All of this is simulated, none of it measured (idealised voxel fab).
process module | voxel fin reveal
cross-section cut | 230 nm wide | cells 5 nm
A cross-section is a grid of square cells, given in bands from the top down. A band is one or more rows of cells.
Each band's line starts with the height of the band's top and of its bottom, in nm. Then come its materials from left to right, each with its width in nm. One material with "throughout" fills the band from edge to edge. "air" is empty space.
Height 0 is the level under which the wafer as received is all one material. The lowest band goes on downwards, as in "0 down".
A width such as "30 to 40" changes by the same amount from each row of cells to the next, from the band's top row to its bottom row.
"no change" after a step means that no cell of the cross-section changed.
closed voids: empty space of 8 cells or more with no open way to the top, each as width x height at its distance from the left edge, in nm
after a step's settings: what the simulator itself notes on the step
overlay nm, on a step with a mask: how far to the right of its planned place the mask lay; to the left if negative
plan
1 op RECEIVE | material Si
2 op CONFORMAL_DEP | material SiN | thk nm 5
3 op DIRECTIONAL_DEP | material aC | thk nm 10
4 op PATTERN | tone cover | mask id FINS | material resist | width nm 15 | pitch nm 40 | thk nm 25 | overlay nm -15
5 op DIRECTIONAL_ETCH | etch materials aC | depth nm 10
6 op STRIP | etch materials resist
7 op DIRECTIONAL_ETCH | etch materials SiN | depth nm 5
8 op DIRECTIONAL_ETCH | etch materials Si | depth nm 30
9 op STRIP | etch materials aC
10 op OXIDIZE | depth nm 5
11 op FILL_DEP | material SiO2 | thk nm 10
12 op CMP | height nm 5
13 op SELECTIVE_ETCH | etch materials SiO2 | depth nm 15
14 op STRIP | etch materials SiN
15 op CONFORMAL_DEP | material HfO2 | thk nm 5
varied across the wafers: overlay nm of step 4. The plan shows the first wafer's value. All wafers start alike
first wafer as received, after step 1
  0 down: Si throughout
  closed voids: none
first wafer at the end, after step 15
  5 to 0: air 70 | HfO2 15 | air 25 | HfO2 15 | air 105
  0 to -5: air 70 | HfO2 5 | Si 5 | HfO2 5 | air 25 | HfO2 5 | Si 5 | HfO2 5 | air 105
  -5 to -10: HfO2 75 | Si 5 | HfO2 35 | Si 5 | HfO2 110
  -10 to -35: SiO2 75 | Si 5 | SiO2 35 | Si 5 | SiO2 110
  -35 down: Si throughout
  closed voids: none
last wafer at the end
  5 to 0: air 100 | HfO2 15 | air 25 | HfO2 15 | air 75
  0 to -5: air 100 | HfO2 5 | Si 5 | HfO2 5 | air 25 | HfO2 5 | Si 5 | HfO2 5 | air 75
  -5 to -10: HfO2 105 | Si 5 | HfO2 35 | Si 5 | HfO2 80
  -10 to -35: SiO2 105 | Si 5 | SiO2 35 | Si 5 | SiO2 80
  -35 down: Si throughout
  closed voids: none
each wafer at the end: cells of each material gained (+) or lost (-) since it was received, then its closed voids
overlay nm -15 | +54 HfO2 | -308 Si | +220 SiO2 | closed voids: none
overlay nm -10 | +54 HfO2 | -308 Si | +220 SiO2 | closed voids: none
overlay nm -5 | +54 HfO2 | -308 Si | +220 SiO2 | closed voids: none
overlay nm 0 | +54 HfO2 | -308 Si | +220 SiO2 | closed voids: none
overlay nm 5 | +54 HfO2 | -308 Si | +220 SiO2 | closed voids: none
overlay nm 10 | +54 HfO2 | -308 Si | +220 SiO2 | closed voids: none
overlay nm 15 | +54 HfO2 | -308 Si | +220 SiO2 | closed voids: none
